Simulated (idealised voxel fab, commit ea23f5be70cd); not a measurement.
The document below concerns the process module designated voxel released beams.
FYI the section here is cut, 250 nm wide, cells are 5 nm squares.
Cross-section = grid of square cells, listed top down in bands; band = one or more rows.
The entry gives the band's vertical extent as a top height and a bottom height in nm, then its horizontal make-up as materials from left to right, each with a width in nm. "empty" stands for empty space; a single material marked "throughout" fills the band edge to edge.
Heights are reckoned from 0. Under this level, the received wafer is all of one material. The bottommost band is open-ended downward, for example "0 -> down".
A two-number width, for instance "30->40", indicates that the width is equal to the first number in the top row of the band and to the second number in the bottom row, and that it changes by a constant amount per row of cells.
Basically "same as before" means that step didn't change any cell in the cross-section.
So "Enclosed void inventory" is basically the list of trapped voids: any empty space of 8 cells or more that can't reach the top through an opening. They're written width x height at distance, the distance being from the left edge, and it's all nm.
Read whatever lies past the settings on a step's line as the simulator's own remark about the step.
"overlay nm" on a masked step: distance the mask lay right of its planned place, negative for left.
Process steps (planned)
1: RECEIVE, material Si
2: CONFORMAL_DEP, material SiN, thk nm 5
3: DIRECTIONAL_DEP, material SiO2, thk nm 10
4: MASKED_ETCH, tone open, mask id ANCHOR, width nm 40, etch materials SiO2, depth nm 10, overlay nm 0
5: CONFORMAL_DEP, material polySi, thk nm 15
6: DIRECTIONAL_DEP, material aC, thk nm 10
7: PATTERN, tone cover, mask id BEAM, material resist, width nm 105, thk nm 25, overlay nm 0
8: DIRECTIONAL_ETCH, etch materials aC, depth nm 10
9: STRIP, etch materials resist
10: DIRECTIONAL_ETCH, etch materials polySi, depth nm 15
11: STRIP, etch materials aC
12: STRIP, etch materials SiO2
Among the wafers covered here, the point of difference is the width nm at step 7; their starting state is shared, and the plan presents the value of the first wafer.
As-received state after step 1, first of several wafers, cross-section
	0 -> down  Si throughout
	Enclosed void inventory: none
Quick key for the table: a row per wafer, taken at the end of the module. For each material it tells you how many cells the wafer gained (+) or lost (-) since it came in, and the closed voids come after
width nm 105; +50 SiN; +75 polySi; Enclosed void inventory: none
width nm 110; +50 SiN; +78 polySi; Enclosed void inventory: none
width nm 115; +50 SiN; +81 polySi; Enclosed void inventory: none
width nm 120; +50 SiN; +84 polySi; Enclosed void inventory: none
width nm 125; +50 SiN; +87 polySi; Enclosed void inventory: none
width nm 130; +50 SiN; +90 polySi; Enclosed void inventory: none
